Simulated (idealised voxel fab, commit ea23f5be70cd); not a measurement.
A process module follows: voxel ribs on slabs.
Square cell edge 5 nm, section width 270 nm, ID cut.
Cross-section, as written here: a square-cell grid given band by band from the top down, where a band holds one or more rows of cells. Quick guide to a band line: top height, bottom height (nm) up front; then every material left to right with its width in nm. Only one material and it's marked "edge to edge"? Then it fills the band edge to edge. And "blank" just means empty space. For the purposes of this specification, 0 denotes the height below which the wafer in its as-received condition is composed wholly of one material, and the lowermost band, lacking a lower limit, extends downward without end, as expressed in "from 0 down". It should be noted that a width expressed as "30->40" varies in equal increments from row to row of cells within the band, taking the value of the first number at the top row and that of the second number at the bottom row. "left unchanged" (step): cross-section cells unchanged, all of them. "Enclosed empty spaces" lists enclosed empty spaces (at least 8 cells, no open path upward to the top), each as width x height at distance from the left edge, in nm. It should be noted that, on the line of a given step, the content following the step's settings is a remark produced by the simulator itself with respect to that step. You can add "overlay nm" to a step's line. For a step with a mask, it describes how far the mask lay to the right of its planned position, and a negative number describes a lay to the left.
## The planned process steps are enumerated hereunder
- 1: RECEIVE, material Si
- 2: DIRECTIONAL_DEP, material SiO2, thk nm 20
- 3: DIRECTIONAL_DEP, material SiN, thk nm 25
- 4: MASKED_ETCH, tone cover, mask id RIB, width nm 25, etch materials SiN, depth nm 5, overlay nm 0
- 5: MASKED_ETCH, tone cover, mask id SLAB, width nm 85, etch materials SiN, depth nm 20, overlay nm 0
- 6: FILL_DEP, material SiO2, thk nm 25
- 7: CMP, height nm 60
- 8: DIRECTIONAL_DEP, material W, thk nm 10
- 9: DIRECTIONAL_DEP, material aC, thk nm 10
- 10: PATTERN, tone cover, mask id HEATER, material resist, width nm 35, thk nm 25, overlay nm 0
- 11: DIRECTIONAL_ETCH, etch materials aC, depth nm 10
- 12: STRIP, etch materials resist
- 13: DIRECTIONAL_ETCH, etch materials W, depth nm 10
- 14: STRIP, etch materials aC
- 15: CONFORMAL_DEP, material SiN, thk nm 5
## First of two wafers, processed according to plan
## Incoming wafer, cross-sectional view, post step 1
* from 0 down: Si edge to edge
* Enclosed empty spaces: none
## Upon completion of step 2, the wafer appears in cross-section as shown
* from 20 to 0: SiO2 edge to edge
* No changes below 0.
## Upon completion of step 3, the wafer appears in cross-section as shown
* from 45 to 20: SiN edge to edge
* No changes below 20.
## Upon completion of step 4, the wafer appears in cross-section as shown
* from 45 to 40: 120 of blank / 25 of SiN / 125 of blank
* No changes below 40.
## Upon completion of step 5, the wafer appears in cross-section as shown
* from 45 to 40: 120 of blank / 25 of SiN / 125 of blank
* from 40 to 20: 90 of blank / 85 of SiN / 95 of blank
* No changes below 20.
## Upon completion of step 6, the wafer appears in cross-section as shown
* from 70 to 45: SiO2 edge to edge
* from 45 to 40: 120 of SiO2 / 25 of SiN / 125 of SiO2
* from 40 to 20: 90 of SiO2 / 85 of SiN / 95 of SiO2
* No changes below 20.
## Upon completion of step 7, the wafer appears in cross-section as shown
* from 60 to 45: SiO2 edge to edge
* No changes below 45.
## Upon completion of step 8, the wafer appears in cross-section as shown
* from 70 to 60: W edge to edge
* No changes below 60.
## Upon completion of step 9, the wafer appears in cross-section as shown
* from 80 to 70: aC edge to edge
* No changes below 70.
## Upon completion of step 10, the wafer appears in cross-section as shown
* from 105 to 80: 115 of blank / 35 of resist / 120 of blank
* No changes below 80.
## Upon completion of step 11, the wafer appears in cross-section as shown
* from 95 to 80: 115 of blank / 35 of resist / 120 of blank
* from 80 to 70: 115 of blank / 35 of aC / 120 of blank
* No changes below 70.
## Upon completion of step 12, the wafer appears in cross-section as shown
* from 80 to 70: 115 of blank / 35 of aC / 120 of blank
* No changes below 70.
## Upon completion of step 13, the wafer appears in cross-section as shown
* from 80 to 70: 115 of blank / 35 of aC / 120 of blank
* from 70 to 60: 115 of blank / 35 of W / 120 of blank
* No changes below 60.
## Upon completion of step 14, the wafer appears in cross-section as shown
* from 70 to 60: 115 of blank / 35 of W / 120 of blank
* No changes below 60.
## Upon completion of step 15, the wafer appears in cross-section as shown
* from 75 to 70: 110 of blank / 45 of SiN / 115 of blank
* from 70 to 65: 110 of blank / 5 of SiN / 35 of W / 5 of SiN / 115 of blank
* from 65 to 60: 115 of SiN / 35 of W / 120 of SiN
* No changes below 60.
## Second of two: same start, same plan, one run error; steps up to and including 4 match the first
## Second wafer, section view, time point: scheduled end of step 5
* from 45 to 40: 120 of blank / 25 of SiN / 125 of blank
* from 40 to 20: 100 of blank / 85 of SiN / 85 of blank
* No changes below 20.
## Second wafer, section view, time point: scheduled end of step 6
* from 70 to 45: SiO2 edge to edge
* from 45 to 40: 120 of SiO2 / 25 of SiN / 125 of SiO2
* from 40 to 20: 100 of SiO2 / 85 of SiN / 85 of SiO2
* No changes below 20.
## Second wafer, section view, time point: scheduled end of step 7
* from 60 to 45: SiO2 edge to edge
* No changes below 45.
## Second wafer, section view, time point: scheduled end of step 8
* from 70 to 60: W edge to edge
* No changes below 60.
## Second wafer, section view, time point: scheduled end of step 9
* from 80 to 70: aC edge to edge
* No changes below 70.
## Second wafer, section view, time point: scheduled end of step 10
* from 105 to 80: 115 of blank / 35 of resist / 120 of blank
* No changes below 80.
## Second wafer, section view, time point: scheduled end of step 11
* from 95 to 80: 115 of blank / 35 of resist / 120 of blank
* from 80 to 70: 115 of blank / 35 of aC / 120 of blank
* No changes below 70.
## Second wafer, section view, time point: scheduled end of step 12
* from 80 to 70: 115 of blank / 35 of aC / 120 of blank
* No changes below 70.
## Second wafer, section view, time point: scheduled end of step 13
* from 80 to 70: 115 of blank / 35 of aC / 120 of blank
* from 70 to 60: 115 of blank / 35 of W / 120 of blank
* No changes below 60.
## Second wafer, section view, time point: scheduled end of step 14
* from 70 to 60: 115 of blank / 35 of W / 120 of blank
* No changes below 60.
## Second wafer, section view, time point: scheduled end of step 15
* from 75 to 70: 110 of blank / 45 of SiN / 115 of blank
* from 70 to 65: 110 of blank / 5 of SiN / 35 of W / 5 of SiN / 115 of blank
* from 65 to 60: 115 of SiN / 35 of W / 120 of SiN
* No changes below 60.
Diagnosis: rather than as planned, step 5 actually ran as MASKED_ETCH, tone cover, mask id SLAB, width nm 85, etch materials SiN, depth nm 20, overlay nm 10
End check, second vs first wafer: material counts in cells match, positions do not.
